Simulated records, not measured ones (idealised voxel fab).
The document below concerns the process module designated voxel self aligned vias.
We display cut, a cross-section 240 nm in width whose square cells are each 5 nm.
Cross-sections here: square-cell grids, written as top-down lists of bands, a band being one or more rows of cells.
For a band, the entry starts with two heights in nm, that of the top and then that of the bottom, and carries on with the band's materials in order from left to right, each alongside its width in nm; the word "everywhere" beside a single material means it fills the band edge to edge, and "blank" means empty space.
Beneath 0, the wafer as received is one material, and that level is where height counting begins. The lowest band goes on downward without a bottom; it is written like "0 down".
It should be noted that a width expressed as "30->40" varies in equal increments from row to row of cells within the band, taking the value of the first number at the top row and that of the second number at the bottom row.
You'll sometimes find "identical to before" written for a step, and that's the way of saying that nowhere in the cross-section did a cell change during that step.
Reported under the label "Sealed-off cavities" are the empty spaces having no open way to the top and comprising 8 cells or more; the notation for each is width x height at distance, in which the distance is measured from the left edge and all three values are in nm.
Where a step's line continues beyond its settings, the continuation is a remark by the simulator itself on that step.
If you see "overlay nm" on a step's line and that step has a mask, it's telling you how far right of where it was planned the mask ended up; a negative number means it went left instead.
List of planned process steps
step 1: RECEIVE: material Si
step 2: CONFORMAL_DEP: material SiO2, thk nm 10
step 3: CONFORMAL_DEP: material SiCN, thk nm 5
step 4: DIRECTIONAL_DEP: material SiO2, thk nm 25
step 5: PATTERN: tone open, mask id LINES, material resist, width nm 20, pitch nm 65, thk nm 15, overlay nm 0
step 6: DIRECTIONAL_ETCH: etch materials SiO2, depth nm 25
step 7: STRIP: etch materials resist
step 8: CONFORMAL_DEP: material TiN, thk nm 5
step 9: FILL_DEP: material W, thk nm 10
step 10: CMP: height nm 40
step 11: SELECTIVE_ETCH: etch materials W Ru TiN, depth nm 10
step 12: FILL_DEP: material SiN, thk nm 5
step 13: CMP: height nm 40
step 14: DIRECTIONAL_DEP: material SiO2, thk nm 15
step 15: DIRECTIONAL_DEP: material aC, thk nm 10
step 16: PATTERN: tone open, mask id VIAS, material resist, width nm 40, pitch nm 65, thk nm 30, overlay nm 0
step 17: DIRECTIONAL_ETCH: etch materials aC, depth nm 10
step 18: STRIP: etch materials resist
step 19: DIRECTIONAL_ETCH: etch materials SiO2, depth nm 15
step 20: DIRECTIONAL_ETCH: etch materials SiN, depth nm 10
step 21: STRIP: etch materials aC
step 22: CONFORMAL_DEP: material TiN, thk nm 5
step 23: FILL_DEP: material Ru, thk nm 5
step 24: CMP: height nm 55
step 25: CONFORMAL_DEP: material SiN, thk nm 5
Incoming wafer in cross-section (state: after step 1)
  0 down = Si everywhere
  Sealed-off cavities: none
Here's the cross-section of the first of our two wafers at the end of the module - it ran as planned
  60 to 55 = SiN everywhere
  55 to 45 = SiO2 65 nm / TiN 5 nm / Ru 30 nm / TiN 5 nm / SiO2 25 nm / TiN 5 nm / Ru 30 nm / TiN 5 nm / SiO2 70 nm
  45 to 35 = SiO2 65->75 nm / TiN 15->5 nm / Ru 10 nm / TiN 15->5 nm / SiO2 25->45 nm / TiN 15->5 nm / Ru 10 nm / TiN 15->5 nm / SiO2 70->80 nm
  35 to 30 = SiO2 75 nm / TiN 20 nm / SiO2 45 nm / TiN 20 nm / SiO2 80 nm
  30 to 20 = SiO2 75 nm / TiN 5 nm / W 10 nm / TiN 5 nm / SiO2 45 nm / TiN 5 nm / W 10 nm / TiN 5 nm / SiO2 80 nm
  20 to 15 = SiO2 75 nm / TiN 20 nm / SiO2 45 nm / TiN 20 nm / SiO2 80 nm
  15 to 10 = SiCN everywhere
  10 to 0 = SiO2 everywhere
  0 down = Si everywhere
  Sealed-off cavities: none
Cross-section, wafer two of two, end of module: same start and plan as wafer one, one error in execution
  60 to 55 = SiN everywhere
  55 to 45 = SiO2 65 nm / TiN 5 nm / Ru 30 nm / TiN 5 nm / SiO2 25 nm / TiN 5 nm / Ru 30 nm / TiN 5 nm / SiO2 70 nm
  45 to 35 = SiO2 65->75 nm / TiN 15->5 nm / Ru 10 nm / TiN 15->5 nm / SiO2 25->45 nm / TiN 15->5 nm / Ru 10 nm / TiN 15->5 nm / SiO2 70->80 nm
  35 to 30 = SiO2 75 nm / TiN 20 nm / SiO2 45 nm / TiN 20 nm / SiO2 80 nm
  30 to 25 = SiO2 75 nm / SiN 20 nm / SiO2 45 nm / SiN 20 nm / SiO2 80 nm
  25 to 20 = SiO2 75 nm / TiN 5 nm / W 10 nm / TiN 5 nm / SiO2 45 nm / TiN 5 nm / W 10 nm / TiN 5 nm / SiO2 80 nm
  20 to 15 = SiO2 75 nm / TiN 20 nm / SiO2 45 nm / TiN 20 nm / SiO2 80 nm
  15 to 10 = SiCN everywhere
  10 to 0 = SiO2 everywhere
  0 down = Si everywhere
  Sealed-off cavities: none
Error vs. plan: step 11 did not happen as planned, as run it was SELECTIVE_ETCH: etch materials W Ru TiN, depth nm 15
The second wafer ends with more or fewer cells of some materials than the first, per final count: SiN +8 | TiN -4 | W -4
